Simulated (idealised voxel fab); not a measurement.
Title: Process Module voxel wiring stack
Pictured: cross-section cut, 160 nm wide, on a grid of 5 nm square cells.
Cross-section spec: square-cell grid; bands listed top down; each band is one or more rows. Read a band's entry like this: the first values are the height of its top and the height of its bottom in nm, and what follows is the sequence of materials from left to right, each with its width in nm. Note that "empty" is empty space, and that a single material marked "all across" reaches across the band from edge to edge. Basically, 0 is our baseline, since under it the wafer straight out of the box is all one material. The bottom band has no lower end and keeps on going down, so it looks like "0 down". The expression "30 to 40" gives the width at the extremes of the band, the first number at its top row of cells and the second at its bottom row, with the width changing by equal amounts from each row to the next in between. Any step labelled "no modification" changed none of the cells in the cross-section. "Unvented voids" means: voids of 8 cells or more that are shut off from the top with no open way through. Written width x height at distance, distance from the left edge, in nm. Past the settings on a step's line: simulator remark, on that step. "overlay nm", when on a step's line for a step with a mask, measures how far to the right of its planned place the mask lay; a negative measure means to the left.
# Here's what the planned process steps look like
1. RECEIVE: material Si
2. CONFORMAL_DEP: material SiO2, thk nm 15
3. CONFORMAL_DEP: material SiN, thk nm 5
4. DIRECTIONAL_DEP: material SiO2, thk nm 25
5. PATTERN: tone open, mask id METAL_1, material resist, width nm 25, pitch nm 45, thk nm 15, overlay nm 0
6. DIRECTIONAL_ETCH: etch materials SiO2, depth nm 25
7. DIRECTIONAL_ETCH: etch materials SiN, depth nm 5
8. STRIP: etch materials resist
9. CONFORMAL_DEP: material TiN, thk nm 5
10. FILL_DEP: material W, thk nm 5
11. CMP: height nm 45
12. CONFORMAL_DEP: material SiCN, thk nm 5
13. DIRECTIONAL_DEP: material SiO2, thk nm 30
14. DIRECTIONAL_DEP: material aC, thk nm 10
15. PATTERN: tone open, mask id METAL_2_HOLES, material resist, width nm 15, pitch nm 90, thk nm 30, overlay nm 0
16. DIRECTIONAL_ETCH: etch materials aC, depth nm 10
17. STRIP: etch materials resist
18. DIRECTIONAL_ETCH: etch materials SiO2, depth nm 30
19. STRIP: etch materials aC
20. DIRECTIONAL_DEP: material aC, thk nm 15
21. PATTERN: tone open, mask id METAL_2, material resist, width nm 25, pitch nm 45, thk nm 35, overlay nm 0
22. DIRECTIONAL_ETCH: etch materials aC, depth nm 15
23. STRIP: etch materials resist
24. DIRECTIONAL_ETCH: etch materials SiO2, depth nm 15
25. DIRECTIONAL_ETCH: etch materials SiCN, depth nm 5
26. STRIP: etch materials aC
27. CONFORMAL_DEP: material TiN, thk nm 5
28. FILL_DEP: material Cu, thk nm 10
29. CMP: height nm 80
30. CONFORMAL_DEP: material SiCN, thk nm 5
# First out of two wafers; run went to plan
# As-received wafer cross-section (after step 1)
* 0 down | Si all across
* Unvented voids: none
# The following cross-section depicts the wafer upon completion of step 2
* 15 to 0 | SiO2 all across
* Under 0: no change, same as before.
# The following cross-section depicts the wafer upon completion of step 3
* 20 to 15 | SiN all across
* Under 15: no change, same as before.
# The following cross-section depicts the wafer upon completion of step 4
* 45 to 20 | SiO2 all across
* Under 20: no change, same as before.
# The following cross-section depicts the wafer upon completion of step 5
* 60 to 45 | resist=20; empty=25; resist=20; empty=25; resist=20; empty=25; resist=25
* Under 45: no change, same as before.
# The following cross-section depicts the wafer upon completion of step 6
* 60 to 45 | resist=20; empty=25; resist=20; empty=25; resist=20; empty=25; resist=25
* 45 to 20 | SiO2=20; empty=25; SiO2=20; empty=25; SiO2=20; empty=25; SiO2=25
* Under 20: no change, same as before.
# The following cross-section depicts the wafer upon completion of step 7
* 60 to 45 | resist=20; empty=25; resist=20; empty=25; resist=20; empty=25; resist=25
* 45 to 20 | SiO2=20; empty=25; SiO2=20; empty=25; SiO2=20; empty=25; SiO2=25
* 20 to 15 | SiN=20; empty=25; SiN=20; empty=25; SiN=20; empty=25; SiN=25
* Under 15: no change, same as before.
# The following cross-section depicts the wafer upon completion of step 8
* 45 to 20 | SiO2=20; empty=25; SiO2=20; empty=25; SiO2=20; empty=25; SiO2=25
* Under 20: no change, same as before.
# The following cross-section depicts the wafer upon completion of step 9
* 50 to 45 | TiN=25; empty=15; TiN=30; empty=15; TiN=30; empty=15; TiN=30
* 45 to 20 | SiO2=20; TiN=5; empty=15; TiN=5; SiO2=20; TiN=5; empty=15; TiN=5; SiO2=20; TiN=5; empty=15; TiN=5; SiO2=25
* 20 to 15 | SiN=20; TiN=25; SiN=20; TiN=25; SiN=20; TiN=25; SiN=25
* Under 15: no change, same as before.
# The following cross-section depicts the wafer upon completion of step 10
* 55 to 50 | W all across
* 50 to 45 | TiN=25; W=15; TiN=30; W=15; TiN=30; W=15; TiN=30
* 45 to 20 | SiO2=20; TiN=5; W=15; TiN=5; SiO2=20; TiN=5; W=15; TiN=5; SiO2=20; TiN=5; W=15; TiN=5; SiO2=25
* Under 20: no change, same as before.
# The following cross-section depicts the wafer upon completion of step 11
* 45 to 20 | SiO2=20; TiN=5; W=15; TiN=5; SiO2=20; TiN=5; W=15; TiN=5; SiO2=20; TiN=5; W=15; TiN=5; SiO2=25
* Under 20: no change, same as before.
# The following cross-section depicts the wafer upon completion of step 12
* 50 to 45 | SiCN all across
* Under 45: no change, same as before.
# The following cross-section depicts the wafer upon completion of step 13
* 80 to 50 | SiO2 all across
* Under 50: no change, same as before.
# The following cross-section depicts the wafer upon completion of step 14
* 90 to 80 | aC all across
* Under 80: no change, same as before.
# The following cross-section depicts the wafer upon completion of step 15
* 120 to 90 | resist=20; empty=15; resist=75; empty=15; resist=35
* Under 90: no change, same as before.
# The following cross-section depicts the wafer upon completion of step 16
* 110 to 90 | resist=20; empty=15; resist=75; empty=15; resist=35
* 90 to 80 | aC=20; empty=15; aC=75; empty=15; aC=35
* Under 80: no change, same as before.
# The following cross-section depicts the wafer upon completion of step 17
* 90 to 80 | aC=20; empty=15; aC=75; empty=15; aC=35
* Under 80: no change, same as before.
# The following cross-section depicts the wafer upon completion of step 18
* 90 to 80 | aC=20; empty=15; aC=75; empty=15; aC=35
* 80 to 50 | SiO2=20; empty=15; SiO2=75; empty=15; SiO2=35
* Under 50: no change, same as before.
# The following cross-section depicts the wafer upon completion of step 19
* 80 to 50 | SiO2=20; empty=15; SiO2=75; empty=15; SiO2=35
* Under 50: no change, same as before.
# The following cross-section depicts the wafer upon completion of step 20
* 95 to 80 | aC=20; empty=15; aC=75; empty=15; aC=35
* 80 to 65 | SiO2=20; empty=15; SiO2=75; empty=15; SiO2=35
* 65 to 50 | SiO2=20; aC=15; SiO2=75; aC=15; SiO2=35
* Under 50: no change, same as before.
# The following cross-section depicts the wafer upon completion of step 21
* 130 to 95 | resist=20; empty=25; resist=20; empty=25; resist=20; empty=25; resist=25
* Under 95: no change, same as before.
# The following cross-section depicts the wafer upon completion of step 22
* 115 to 95 | resist=20; empty=25; resist=20; empty=25; resist=20; empty=25; resist=25
* 95 to 80 | aC=20; empty=25; aC=20; empty=25; aC=20; empty=25; aC=25
* 80 to 50 | SiO2=20; empty=15; SiO2=75; empty=15; SiO2=35
* Under 50: no change, same as before.
# The following cross-section depicts the wafer upon completion of step 23
* 95 to 80 | aC=20; empty=25; aC=20; empty=25; aC=20; empty=25; aC=25
* Under 80: no change, same as before.
# The following cross-section depicts the wafer upon completion of step 24
* 95 to 80 | aC=20; empty=25; aC=20; empty=25; aC=20; empty=25; aC=25
* 80 to 65 | SiO2=20; empty=25; SiO2=20; empty=25; SiO2=20; empty=25; SiO2=25
* Under 65: no change, same as before.
# The following cross-section depicts the wafer upon completion of step 25
* 95 to 80 | aC=20; empty=25; aC=20; empty=25; aC=20; empty=25; aC=25
* 80 to 65 | SiO2=20; empty=25; SiO2=20; empty=25; SiO2=20; empty=25; SiO2=25
* 65 to 50 | SiO2=20; empty=15; SiO2=75; empty=15; SiO2=35
* 50 to 45 | SiCN=20; empty=15; SiCN=75; empty=15; SiCN=35
* Under 45: no change, same as before.
# The following cross-section depicts the wafer upon completion of step 26
* 80 to 65 | SiO2=20; empty=25; SiO2=20; empty=25; SiO2=20; empty=25; SiO2=25
* Under 65: no change, same as before.
# The following cross-section depicts the wafer upon completion of step 27
* 85 to 80 | TiN=25; empty=15; TiN=30; empty=15; TiN=30; empty=15; TiN=30
* 80 to 70 | SiO2=20; TiN=5; empty=15; TiN=5; SiO2=20; TiN=5; empty=15; TiN=5; SiO2=20; TiN=5; empty=15; TiN=5; SiO2=25
* 70 to 65 | SiO2=20; TiN=5; empty=5; TiN=15; SiO2=20; TiN=25; SiO2=20; TiN=5; empty=5; TiN=15; SiO2=25
* 65 to 50 | SiO2=20; TiN=5; empty=5; TiN=5; SiO2=75; TiN=5; empty=5; TiN=5; SiO2=35
* 50 to 45 | SiCN=20; TiN=15; SiCN=75; TiN=15; SiCN=35
* Under 45: no change, same as before.
# The following cross-section depicts the wafer upon completion of step 28
* 95 to 85 | Cu all across
* 85 to 80 | TiN=25; Cu=15; TiN=30; Cu=15; TiN=30; Cu=15; TiN=30
* 80 to 70 | SiO2=20; TiN=5; Cu=15; TiN=5; SiO2=20; TiN=5; Cu=15; TiN=5; SiO2=20; TiN=5; Cu=15; TiN=5; SiO2=25
* 70 to 65 | SiO2=20; TiN=5; Cu=5; TiN=15; SiO2=20; TiN=25; SiO2=20; TiN=5; Cu=5; TiN=15; SiO2=25
* 65 to 50 | SiO2=20; TiN=5; Cu=5; TiN=5; SiO2=75; TiN=5; Cu=5; TiN=5; SiO2=35
* Under 50: no change, same as before.
# The following cross-section depicts the wafer upon completion of step 29
* 80 to 70 | SiO2=20; TiN=5; Cu=15; TiN=5; SiO2=20; TiN=5; Cu=15; TiN=5; SiO2=20; TiN=5; Cu=15; TiN=5; SiO2=25
* Under 70: no change, same as before.
# The following cross-section depicts the wafer upon completion of step 30
* 85 to 80 | SiCN all across
* Under 80: no change, same as before.
# Wafer two: like wafer one in start and plan, but with one mistake in execution; identical up to and including step 10
# Here is the second wafer in cross-section at the point where step 11 of the plan should have been done
* 40 to 20 | SiO2=20; TiN=5; W=15; TiN=5; SiO2=20; TiN=5; W=15; TiN=5; SiO2=20; TiN=5; W=15; TiN=5; SiO2=25
* Under 20: no change, same as before.
# Here is the second wafer in cross-section at the point where step 12 of the plan should have been done
* 45 to 40 | SiCN all across
* Under 40: no change, same as before.
# Here is the second wafer in cross-section at the point where step 13 of the plan should have been done
* 75 to 45 | SiO2 all across
* Under 45: no change, same as before.
# Here is the second wafer in cross-section at the point where step 14 of the plan should have been done
* 85 to 75 | aC all across
* Under 75: no change, same as before.
# Here is the second wafer in cross-section at the point where step 15 of the plan should have been done
* 115 to 85 | resist=20; empty=15; resist=75; empty=15; resist=35
* Under 85: no change, same as before.
# Here is the second wafer in cross-section at the point where step 16 of the plan should have been done
* 105 to 85 | resist=20; empty=15; resist=75; empty=15; resist=35
* 85 to 75 | aC=20; empty=15; aC=75; empty=15; aC=35
* Under 75: no change, same as before.
# Here is the second wafer in cross-section at the point where step 17 of the plan should have been done
* 85 to 75 | aC=20; empty=15; aC=75; empty=15; aC=35
* Under 75: no change, same as before.
# Here is the second wafer in cross-section at the point where step 18 of the plan should have been done
* 85 to 75 | aC=20; empty=15; aC=75; empty=15; aC=35
* 75 to 45 | SiO2=20; empty=15; SiO2=75; empty=15; SiO2=35
* Under 45: no change, same as before.
# Here is the second wafer in cross-section at the point where step 19 of the plan should have been done
* 75 to 45 | SiO2=20; empty=15; SiO2=75; empty=15; SiO2=35
* Under 45: no change, same as before.
# Here is the second wafer in cross-section at the point where step 20 of the plan should have been done
* 90 to 75 | aC=20; empty=15; aC=75; empty=15; aC=35
* 75 to 60 | SiO2=20; empty=15; SiO2=75; empty=15; SiO2=35
* 60 to 45 | SiO2=20; aC=15; SiO2=75; aC=15; SiO2=35
* Under 45: no change, same as before.
# Here is the second wafer in cross-section at the point where step 21 of the plan should have been done
* 125 to 90 | resist=20; empty=25; resist=20; empty=25; resist=20; empty=25; resist=25
* Under 90: no change, same as before.
# Here is the second wafer in cross-section at the point where step 22 of the plan should have been done
* 110 to 90 | resist=20; empty=25; resist=20; empty=25; resist=20; empty=25; resist=25
* 90 to 75 | aC=20; empty=25; aC=20; empty=25; aC=20; empty=25; aC=25
* 75 to 45 | SiO2=20; empty=15; SiO2=75; empty=15; SiO2=35
* Under 45: no change, same as before.
# Here is the second wafer in cross-section at the point where step 23 of the plan should have been done
* 90 to 75 | aC=20; empty=25; aC=20; empty=25; aC=20; empty=25; aC=25
* Under 75: no change, same as before.
# Here is the second wafer in cross-section at the point where step 24 of the plan should have been done
* 90 to 75 | aC=20; empty=25; aC=20; empty=25; aC=20; empty=25; aC=25
* 75 to 60 | SiO2=20; empty=25; SiO2=20; empty=25; SiO2=20; empty=25; SiO2=25
* Under 60: no change, same as before.
# Here is the second wafer in cross-section at the point where step 25 of the plan should have been done
* 90 to 75 | aC=20; empty=25; aC=20; empty=25; aC=20; empty=25; aC=25
* 75 to 60 | SiO2=20; empty=25; SiO2=20; empty=25; SiO2=20; empty=25; SiO2=25
* 60 to 45 | SiO2=20; empty=15; SiO2=75; empty=15; SiO2=35
* 45 to 40 | SiCN=20; empty=15; SiCN=75; empty=15; SiCN=35
* Under 40: no change, same as before.
# Here is the second wafer in cross-section at the point where step 26 of the plan should have been done
* 75 to 60 | SiO2=20; empty=25; SiO2=20; empty=25; SiO2=20; empty=25; SiO2=25
* Under 60: no change, same as before.
# Here is the second wafer in cross-section at the point where step 27 of the plan should have been done
* 80 to 75 | TiN=25; empty=15; TiN=30; empty=15; TiN=30; empty=15; TiN=30
* 75 to 65 | SiO2=20; TiN=5; empty=15; TiN=5; SiO2=20; TiN=5; empty=15; TiN=5; SiO2=20; TiN=5; empty=15; TiN=5; SiO2=25
* 65 to 60 | SiO2=20; TiN=5; empty=5; TiN=15; SiO2=20; TiN=25; SiO2=20; TiN=5; empty=5; TiN=15; SiO2=25
* 60 to 45 | SiO2=20; TiN=5; empty=5; TiN=5; SiO2=75; TiN=5; empty=5; TiN=5; SiO2=35
* 45 to 40 | SiCN=20; TiN=15; SiCN=75; TiN=15; SiCN=35
* Under 40: no change, same as before.
# Here is the second wafer in cross-section at the point where step 28 of the plan should have been done
* 90 to 80 | Cu all across
* 80 to 75 | TiN=25; Cu=15; TiN=30; Cu=15; TiN=30; Cu=15; TiN=30
* 75 to 65 | SiO2=20; TiN=5; Cu=15; TiN=5; SiO2=20; TiN=5; Cu=15; TiN=5; SiO2=20; TiN=5; Cu=15; TiN=5; SiO2=25
* 65 to 60 | SiO2=20; TiN=5; Cu=5; TiN=15; SiO2=20; TiN=25; SiO2=20; TiN=5; Cu=5; TiN=15; SiO2=25
* 60 to 45 | SiO2=20; TiN=5; Cu=5; TiN=5; SiO2=75; TiN=5; Cu=5; TiN=5; SiO2=35
* Under 45: no change, same as before.
# Here is the second wafer in cross-section at the point where step 29 of the plan should have been done
* 80 to 75 | TiN=25; Cu=15; TiN=30; Cu=15; TiN=30; Cu=15; TiN=30
* Under 75: no change, same as before.
# Here is the second wafer in cross-section at the point where step 30 of the plan should have been done
* 85 to 80 | SiCN all across
* Under 80: no change, same as before.
Against the plan, the run slipped here: step 11: run off-plan, actual operation and settings CMP: height nm 40
Final tally in cells, some materials are higher or lower on the second wafer than on the first: Cu +9 | SiO2 -17 | TiN +17 | W -9
